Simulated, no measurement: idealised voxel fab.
process module | voxel self aligned vias
cross-section cut | 295 nm wide | cells 5 nm
A cross-section is a grid of square cells, given in bands from the top down. A band is one or more rows of cells.
Each band's line starts with the height of the band's top and of its bottom, in nm. Then come its materials from left to right, each with its width in nm. One material with "throughout" fills the band from edge to edge. "air" is empty space.
Height 0 is the level under which the wafer as received is all one material. The lowest band goes on downwards, as in "0 down".
A width such as "30 to 40" changes by the same amount from each row of cells to the next, from the band's top row to its bottom row.
"no change" after a step means that no cell of the cross-section changed.
closed voids: empty space of 8 cells or more with no open way to the top, each as width x height at its distance from the left edge, in nm
after a step's settings: what the simulator itself notes on the step
overlay nm, on a step with a mask: how far to the right of its planned place the mask lay; to the left if negative
plan
1 op RECEIVE | material Si
2 op CONFORMAL_DEP | material SiO2 | thk nm 15
3 op CONFORMAL_DEP | material SiCN | thk nm 5
4 op DIRECTIONAL_DEP | material lowk | thk nm 25
5 op MASKED_ETCH | tone open | mask id LINES | width nm 20 | pitch nm 70 | etch materials lowk | depth nm 25 | overlay nm 0
6 op CONFORMAL_DEP | material TiN | thk nm 5
7 op FILL_DEP | material W | thk nm 10
8 op CMP | height nm 45
9 op SELECTIVE_ETCH | etch materials W Ru TiN | depth nm 10
10 op FILL_DEP | material SiN | thk nm 5
11 op CMP | height nm 45
12 op DIRECTIONAL_DEP | material lowk | thk nm 20
13 op DIRECTIONAL_DEP | material aC | thk nm 15
14 op PATTERN | tone open | mask id VIAS | material resist | width nm 40 | pitch nm 70 | thk nm 35 | overlay nm 0
15 op DIRECTIONAL_ETCH | etch materials aC | depth nm 15
16 op STRIP | etch materials resist
17 op DIRECTIONAL_ETCH | etch materials lowk | depth nm 20
18 op DIRECTIONAL_ETCH | etch materials SiN | depth nm 10
19 op STRIP | etch materials aC
20 op CONFORMAL_DEP | material TiN | thk nm 5
21 op FILL_DEP | material Cu | thk nm 10
22 op CMP | height nm 65
23 op CONFORMAL_DEP | material SiCN | thk nm 5
as received, after step 1
  0 down: Si throughout
  closed voids: none
first wafer at the end, as planned
  70 to 65: SiCN throughout
  65 to 50: lowk 55 | TiN 5 | Cu 30 | TiN 5 | lowk 30 | TiN 5 | Cu 30 | TiN 5 | lowk 30 | TiN 5 | Cu 30 | TiN 5 | lowk 60
  50 to 40: lowk 55 to 65 | TiN 15 to 5 | Cu 10 | TiN 15 to 5 | lowk 30 to 50 | TiN 15 to 5 | Cu 10 | TiN 15 to 5 | lowk 30 to 50 | TiN 15 to 5 | Cu 10 | TiN 15 to 5 | lowk 60 to 70
  40 to 35: lowk 65 | TiN 20 | lowk 50 | TiN 20 | lowk 50 | TiN 20 | lowk 70
  35 to 25: lowk 65 | TiN 5 | W 10 | TiN 5 | lowk 50 | TiN 5 | W 10 | TiN 5 | lowk 50 | TiN 5 | W 10 | TiN 5 | lowk 70
  25 to 20: lowk 65 | TiN 20 | lowk 50 | TiN 20 | lowk 50 | TiN 20 | lowk 70
  20 to 15: SiCN throughout
  15 to 0: SiO2 throughout
  0 down: Si throughout
  closed voids: none
second wafer at the end: like start, like plan, one mistake
  70 to 65: SiCN throughout
  65 to 50: lowk 60 | TiN 5 | Cu 30 | TiN 5 | lowk 30 | TiN 5 | Cu 30 | TiN 5 | lowk 30 | TiN 5 | Cu 30 | TiN 5 | lowk 55
  50 to 40: lowk 60 to 65 | TiN 10 to 5 | Cu 10 | TiN 20 to 5 | lowk 30 to 50 | TiN 10 to 5 | Cu 10 | TiN 20 to 5 | lowk 30 to 50 | TiN 10 to 5 | Cu 10 | TiN 20 to 5 | lowk 55 to 70
  40 to 35: lowk 65 | TiN 20 | lowk 50 | TiN 20 | lowk 50 | TiN 20 | lowk 70
  35 to 25: lowk 65 | TiN 5 | W 10 | TiN 5 | lowk 50 | TiN 5 | W 10 | TiN 5 | lowk 50 | TiN 5 | W 10 | TiN 5 | lowk 70
  25 to 20: lowk 65 | TiN 20 | lowk 50 | TiN 20 | lowk 50 | TiN 20 | lowk 70
  20 to 15: SiCN throughout
  15 to 0: SiO2 throughout
  0 down: Si throughout
  closed voids: none
what went wrong: step 14 ran as: op PATTERN | tone open | mask id VIAS | material resist | width nm 40 | pitch nm 70 | thk nm 35 | overlay nm 5
at the end the second wafer has, in cells: as many of each material as the first, in other places
